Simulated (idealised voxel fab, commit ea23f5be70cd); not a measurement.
Herein follows the process module entitled voxel transistor to metal.
Pictured: cross-section cut, 160 nm wide, on a grid of 5 nm square cells.
Just so we're on the same page, the cross-sections are grids of square cells, and they're listed out in bands top to bottom, each band one or more rows deep.
What a band's entry tells you: where the top is and where the bottom is, as heights in nm, and after that what lies inside, material by material from left to right, each with its width in nm. Empty space is written as the word "blank", and a single material marked with the word "all across" occupies the band from edge to edge.
Heights are expressed relative to 0, this being the level below which the as-received wafer comprises one material exclusively. The lowest band is unbounded in the downward direction and is denoted as in "0 -> down".
The width entry "30..40" should be interpreted row by row: the top row of cells in the band takes the first number, the bottom row takes the second number, and the change between adjacent rows is uniform throughout.
Any step labelled "left unchanged" changed none of the cells in the cross-section.
The entry titled "Closed voids list" provides the empty spaces that have no open way to the top, restricted to those of 8 cells or more. Each is presented as width x height at distance, the distance being measured from the left edge, with all three in nm.
On a step's line, text after the settings is the simulator commenting on that step.
Each step line may optionally specify "overlay nm", which for a step with a mask gives the rightward distance between the mask's planned place and where it lay, a negative value indicating the leftward direction.
### Here's what the planned process steps look like
step 1: RECEIVE: material Si
step 2: CONFORMAL_DEP: material SiO2, thk nm 5
step 3: CONFORMAL_DEP: material SiN, thk nm 15
step 4: DIRECTIONAL_DEP: material aC, thk nm 10
step 5: PATTERN: tone cover, mask id ACTIVE, material resist, width nm 90, thk nm 30, overlay nm 0
step 6: DIRECTIONAL_ETCH: etch materials aC, depth nm 10
step 7: STRIP: etch materials resist
step 8: DIRECTIONAL_ETCH: etch materials SiN, depth nm 15
step 9: DIRECTIONAL_ETCH: etch materials SiO2, depth nm 5
step 10: DIRECTIONAL_ETCH: etch materials Si, depth nm 35
step 11: STRIP: etch materials aC
step 12: FILL_DEP: material SiO2, thk nm 5
step 13: CMP: height nm 20
step 14: SELECTIVE_ETCH: etch materials SiO2, depth nm 10
step 15: STRIP: etch materials SiN
step 16: SELECTIVE_ETCH: etch materials SiO2, depth nm 5
step 17: OXIDIZE: depth nm 5
step 18: DIRECTIONAL_DEP: material polySi, thk nm 20
step 19: DIRECTIONAL_DEP: material SiCN, thk nm 10
step 20: PATTERN: tone cover, mask id GATE, material resist, width nm 20, thk nm 20, overlay nm 0
step 21: DIRECTIONAL_ETCH: etch materials SiCN, depth nm 20
step 22: DIRECTIONAL_ETCH: etch materials polySi, depth nm 30
step 23: STRIP: etch materials resist
step 24: CONFORMAL_DEP: material SiN, thk nm 5
step 25: DIRECTIONAL_ETCH: etch materials SiN, depth nm 5
step 26: DIRECTIONAL_ETCH: etch materials SiO2, depth nm 5
step 27: DIRECTIONAL_ETCH: etch materials Si, depth nm 10
step 28: EPI: material SiGe, thk nm 10
step 29: FILL_DEP: material SiO2, thk nm 10
step 30: CMP: height nm 30
step 31: DIRECTIONAL_DEP: material SiO2, thk nm 15
step 32: MASKED_ETCH: tone open, mask id CONTACT, width nm 15, pitch nm 65, etch materials SiO2, depth nm 50, overlay nm 0
step 33: CONFORMAL_DEP: material TiN, thk nm 5
step 34: FILL_DEP: material W, thk nm 5
step 35: CMP: height nm 45
step 36: DIRECTIONAL_DEP: material TiN, thk nm 5
step 37: DIRECTIONAL_DEP: material Ru, thk nm 15
step 38: MASKED_ETCH: tone cover, mask id METAL_1, width nm 15, pitch nm 65, etch materials Ru, depth nm 15, overlay nm 0
step 39: MASKED_ETCH: tone cover, mask id METAL_1, width nm 15, pitch nm 65, etch materials TiN, depth nm 5, overlay nm 0
step 40: FILL_DEP: material lowk, thk nm 5
step 41: CMP: height nm 65
step 42: CONFORMAL_DEP: material SiCN, thk nm 5
step 43: DIRECTIONAL_DEP: material lowk, thk nm 25
step 44: MASKED_ETCH: tone open, mask id METAL_2, width nm 15, pitch nm 65, etch materials lowk, depth nm 15, overlay nm 0
step 45: PATTERN: tone open, mask id METAL_2_HOLES, material resist, width nm 15, pitch nm 65, thk nm 20, overlay nm 0
step 46: DIRECTIONAL_ETCH: etch materials lowk, depth nm 10
step 47: DIRECTIONAL_ETCH: etch materials SiCN, depth nm 5
step 48: STRIP: etch materials resist
step 49: CONFORMAL_DEP: material TiN, thk nm 5
step 50: FILL_DEP: material Cu, thk nm 10
step 51: CMP: height nm 95
step 52: CONFORMAL_DEP: material SiCN, thk nm 5
### Wafer as received: cross-section following step 1
	0 -> down | Si all across
	Closed voids list: none
### End-of-module XS, first of two wafers, run as planned
	100 -> 95 | SiCN all across
	95 -> 70 | 40 of lowk  5 of TiN  5 of Cu  5 of TiN  50 of lowk  5 of TiN  5 of Cu  5 of TiN  40 of lowk
	70 -> 65 | 40 of SiCN  15 of TiN  50 of SiCN  15 of TiN  40 of SiCN
	65 -> 50 | 40 of lowk  15 of Ru  50 of lowk  15 of Ru  40 of lowk
	50 -> 45 | 40 of lowk  15 of TiN  50 of lowk  15 of TiN  40 of lowk
	45 -> 30 | 40 of SiO2  5 of TiN  5 of W  5 of TiN  50 of SiO2  5 of TiN  5 of W  5 of TiN  40 of SiO2
	30 -> 20 | 40 of SiO2  5 of TiN  5 of W  5 of TiN  10 of SiO2  5 of SiN  20 of SiCN  5 of SiN  10 of SiO2  5 of TiN  5 of W  5 of TiN  40 of SiO2
	20 -> 5 | 40 of SiO2  5 of TiN  5 of W  5 of TiN  10 of SiO2  5 of SiN  20 of polySi  5 of SiN  10 of SiO2  5 of TiN  5 of W  5 of TiN  40 of SiO2
	5 -> 0 | 30 of SiO2  5 of SiN  5 of SiO2  5 of TiN  5 of W  5 of TiN  10 of SiGe  5 of SiN  20 of polySi  5 of SiN  10 of SiGe  5 of TiN  5 of W  5 of TiN  5 of SiO2  5 of SiN  30 of SiO2
	0 -> -5 | 40 of SiO2  15 of TiN  10 of SiGe  30 of SiO2  10 of SiGe  15 of TiN  40 of SiO2
	-5 -> -15 | 35 of SiO2  30 of SiGe  30 of Si  30 of SiGe  35 of SiO2
	-15 -> -35 | 35 of SiO2  90 of Si  35 of SiO2
	-35 -> down | Si all across
	Closed voids list: none
### Presented here is a cross-section of the second of the two wafers as it stood at the end of the module. It was started in the same manner and assigned the same plan as the first wafer; however, one mistake was made in its execution
	115 -> 110 | SiCN all across
	110 -> 100 | Cu all across
	100 -> 95 | 45 of TiN  5 of Cu  60 of TiN  5 of Cu  45 of TiN
	95 -> 70 | 40 of lowk  5 of TiN  5 of Cu  5 of TiN  50 of lowk  5 of TiN  5 of Cu  5 of TiN  40 of lowk
	70 -> 65 | 40 of SiCN  15 of TiN  50 of SiCN  15 of TiN  40 of SiCN
	65 -> 50 | 40 of lowk  15 of Ru  50 of lowk  15 of Ru  40 of lowk
	50 -> 45 | 40 of lowk  15 of TiN  50 of lowk  15 of TiN  40 of lowk
	45 -> 30 | 40 of SiO2  5 of TiN  5 of W  5 of TiN  50 of SiO2  5 of TiN  5 of W  5 of TiN  40 of SiO2
	30 -> 20 | 40 of SiO2  5 of TiN  5 of W  5 of TiN  10 of SiO2  5 of SiN  20 of SiCN  5 of SiN  10 of SiO2  5 of TiN  5 of W  5 of TiN  40 of SiO2
	20 -> 5 | 40 of SiO2  5 of TiN  5 of W  5 of TiN  10 of SiO2  5 of SiN  20 of polySi  5 of SiN  10 of SiO2  5 of TiN  5 of W  5 of TiN  40 of SiO2
	5 -> 0 | 30 of SiO2  5 of SiN  5 of SiO2  5 of TiN  5 of W  5 of TiN  10 of SiGe  5 of SiN  20 of polySi  5 of SiN  10 of SiGe  5 of TiN  5 of W  5 of TiN  5 of SiO2  5 of SiN  30 of SiO2
	0 -> -5 | 40 of SiO2  15 of TiN  10 of SiGe  30 of SiO2  10 of SiGe  15 of TiN  40 of SiO2
	-5 -> -15 | 35 of SiO2  30 of SiGe  30 of Si  30 of SiGe  35 of SiO2
	-15 -> -35 | 35 of SiO2  90 of Si  35 of SiO2
	-35 -> down | Si all across
	Closed voids list: none
Heads up, the wafer didn't run the way we planned it: plan step 51 never ran because it was skipped
Once processing is complete, comparing cell counts shows that the second wafer has more or fewer of certain materials than the first: Cu +66 | TiN +30
